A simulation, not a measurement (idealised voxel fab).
Process module under the name voxel air gaps
Shown is cross-section cut, with a width of 210 nm and square cells of size 5 nm.
Square cells in a grid make up a cross-section in this document, and the grid is given as bands, listed from the top down, each one or more rows of cells. A band entry consists of two parts. The first gives the height of the band's top and the height of its bottom, in nm. The rest lists the band's materials from left to right, each with its width in nm. A single material labelled with the word "full width" fills the band from edge to edge, and the word "blank" marks empty space. The reference from which all heights are counted is 0, the level beneath which the as-received wafer is entirely one material; the lowest band, having no lower bound, proceeds downward and is written after the example "0 -> down". The notation "30 to 40" denotes a width that varies across the rows of cells in the band, beginning at the first number in the top row, finishing at the second number in the bottom row, and changing by an identical amount from each row to the next. "remained the same" for a step: no cell of the cross-section changed in that step. Look at "Fully sealed voids" for the closed voids: empty spaces with no open path to the top, sized 8 cells or up. Each is width x height at distance, distance from the left edge, all nm. Step line, after settings: the simulator's comment on this step. The "overlay nm" setting may appear on a step's line; for a step that uses a mask, it gives how far to the right of its planned position the mask lay, and a negative value indicates the left.
This section lists the process steps that were planned:
1) RECEIVE,material Si
2) CONFORMAL_DEP,material SiO2,thk nm 10
3) CONFORMAL_DEP,material SiCN,thk nm 5
4) DIRECTIONAL_DEP,material lowk,thk nm 35
5) DIRECTIONAL_DEP,material aC,thk nm 15
6) PATTERN,tone open,mask id LINES,material resist,width nm 15,pitch nm 45,thk nm 35,overlay nm 0
7) DIRECTIONAL_ETCH,etch materials aC,depth nm 15
8) STRIP,etch materials resist
9) DIRECTIONAL_ETCH,etch materials lowk,depth nm 35
10) STRIP,etch materials aC
11) CONFORMAL_DEP,material TiN,thk nm 5
12) FILL_DEP,material W,thk nm 10
13) CMP,height nm 50
14) EPI,material Ru,thk nm 10
15) SELECTIVE_ETCH,etch materials lowk,depth nm 45
16) CONFORMAL_DEP,material SiCN,thk nm 5
So this is the incoming wafer in cross-section - it's already been through step 1:
    0 -> down = Si full width
    Fully sealed voids: none
The first of two wafers, cross-sectioned at the end of the module, with the run proceeding as planned:
    65 -> 60 = 35 nm blank; 135 nm SiCN; 40 nm blank
    60 -> 50 = 35 nm blank; 5 nm SiCN; 35 nm Ru; 10 nm SiCN; 35 nm Ru; 10 nm SiCN; 35 nm Ru; 5 nm SiCN; 40 nm blank
    50 -> 45 = 35 nm blank; 15 nm SiCN; 5 nm TiN; 5 nm W; 5 nm TiN; 30 nm SiCN; 5 nm TiN; 5 nm W; 5 nm TiN; 30 nm SiCN; 5 nm TiN; 5 nm W; 5 nm TiN; 15 nm SiCN; 40 nm blank
    45 -> 20 = 45 nm blank; 5 nm SiCN; 5 nm TiN; 5 nm W; 5 nm TiN; 5 nm SiCN; 20 nm blank; 5 nm SiCN; 5 nm TiN; 5 nm W; 5 nm TiN; 5 nm SiCN; 20 nm blank; 5 nm SiCN; 5 nm TiN; 5 nm W; 5 nm TiN; 5 nm SiCN; 50 nm blank
    20 -> 15 = 50 nm SiCN; 15 nm TiN; 30 nm SiCN; 15 nm TiN; 30 nm SiCN; 15 nm TiN; 55 nm SiCN
    15 -> 10 = SiCN full width
    10 -> 0 = SiO2 full width
    0 -> down = Si full width
    Fully sealed voids: 20 x 25 at 70; 20 x 25 at 115
Here's the second of our two wafers sectioned at module end. Same start as the first, same plan, but one mistake got made running it:
    65 -> 60 = 35 nm blank; 135 nm SiCN; 40 nm blank
    60 -> 50 = 35 nm blank; 5 nm SiCN; 35 nm Ru; 10 nm SiCN; 35 nm Ru; 10 nm SiCN; 35 nm Ru; 5 nm SiCN; 40 nm blank
    50 -> 20 = 35 nm blank; 5 nm SiCN; 10 nm Ru; 5 nm TiN; 5 nm W; 5 nm TiN; 10 nm Ru; 10 nm SiCN; 10 nm Ru; 5 nm TiN; 5 nm W; 5 nm TiN; 10 nm Ru; 10 nm SiCN; 10 nm Ru; 5 nm TiN; 5 nm W; 5 nm TiN; 10 nm Ru; 5 nm SiCN; 40 nm blank
    20 -> 15 = 40 nm SiCN; 10 nm Ru; 15 nm TiN; 10 nm Ru; 10 nm SiCN; 10 nm Ru; 15 nm TiN; 10 nm Ru; 10 nm SiCN; 10 nm Ru; 15 nm TiN; 10 nm Ru; 45 nm SiCN
    15 -> 10 = SiCN full width
    10 -> 0 = SiO2 full width
    0 -> down = Si full width
    Fully sealed voids: none
Finding, execution versus plan: steps 14 and 15 traded places in the executed sequence
Final tally in cells, some materials are higher or lower on the second wafer than on the first: Ru: 84 more; SiCN: 24 fewer
The final tally of closed voids stands at 2 on the first wafer and 0 on the second.
